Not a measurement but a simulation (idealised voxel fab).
process module | voxel released beams
Displayed cross-section: cut, width of 270 nm, square cells sized 5 nm.
We lay out every cross-section as a grid of square cells and spell it out in bands from the top down, where one band means one or more rows of cells.
For a band, the entry starts with two heights in nm, that of the top and then that of the bottom, and carries on with the band's materials in order from left to right, each alongside its width in nm; the word "throughout" beside a single material means it fills the band edge to edge, and "air" means empty space.
It should be noted that heights are counted from 0, beneath which the wafer as supplied is of one material throughout, and that the lowest band possesses no lower boundary but continues downward, as written in "top 0, no bottom".
A two-number width, for instance "30..40", indicates that the width is equal to the first number in the top row of the band and to the second number in the bottom row, and that it changes by a constant amount per row of cells.
Key: "no alterations made" - step with no changed cell in the cross-section.
Closed empty spaces (no open way to the top) of 8 cells or more are what "Unvented internal voids" lists, each as width x height at distance from the left edge, nm for all three.
On each step's line, the part that comes after the settings is the simulator's own comment on the step.
When a step includes a mask, the "overlay nm" setting on its line states how far to the right of its planned place that mask lay, and negative values state how far to the left.

**These are the steps we planned for the process**
step 1: RECEIVE [material Si]
step 2: CONFORMAL_DEP [material Al2O3] [thk nm 5]
step 3: DIRECTIONAL_DEP [material SiO2] [thk nm 15]
step 4: DIRECTIONAL_DEP [material aC] [thk nm 10]
step 5: PATTERN [tone open] [mask id ANCHOR] [material resist] [width nm 35] [thk nm 30] [overlay nm 0]
step 6: DIRECTIONAL_ETCH [etch materials aC] [depth nm 10]
step 7: STRIP [etch materials resist]
step 8: DIRECTIONAL_ETCH [etch materials SiO2] [depth nm 15]
step 9: STRIP [etch materials aC]
step 10: CONFORMAL_DEP [material SiN] [thk nm 10]
step 11: DIRECTIONAL_DEP [material aC] [thk nm 10]
step 12: PATTERN [tone cover] [mask id BEAM] [material resist] [width nm 105] [thk nm 25] [overlay nm 0]
step 13: DIRECTIONAL_ETCH [etch materials aC] [depth nm 10]
step 14: STRIP [etch materials resist]
step 15: DIRECTIONAL_ETCH [etch materials SiN] [depth nm 10]
step 16: STRIP [etch materials aC]
step 17: STRIP [etch materials SiO2]

**Shown in cross-section is the wafer as received, that is, as it stands after step 1**
	top 0, no bottom = Si throughout
	Unvented internal voids: none

**Post-module cross-section of the first of two wafers (run per plan)**
	top 30, bottom 20 = air 80, then SiN 15, then air 15, then SiN 75, then air 85
	top 20, bottom 15 = air 85, then SiN 10, then air 15, then SiN 10, then air 150
	top 15, bottom 5 = air 85, then SiN 35, then air 150
	top 5, bottom 0 = Al2O3 throughout
	top 0, no bottom = Si throughout
	Unvented internal voids: none

**Wafer two, sectioned after the module: the first wafer's start, the first wafer's plan, and one mistake in how it was run**
	top 25, bottom 15 = air 80, then SiN 15, then air 15, then SiN 75, then air 85
	top 15, bottom 10 = air 85, then SiN 10, then air 15, then SiN 10, then air 150
	top 10, bottom 0 = air 85, then SiN 35, then air 150
	top 0, no bottom = Si throughout
	Unvented internal voids: none
It is concluded that the wafer was processed incorrectly with respect to the plan, in that step 2 of the plan got skipped, so it never ran
Once processing is complete, comparing cell counts shows that the second wafer has more or fewer of certain materials than the first: Al2O3: 54 fewer
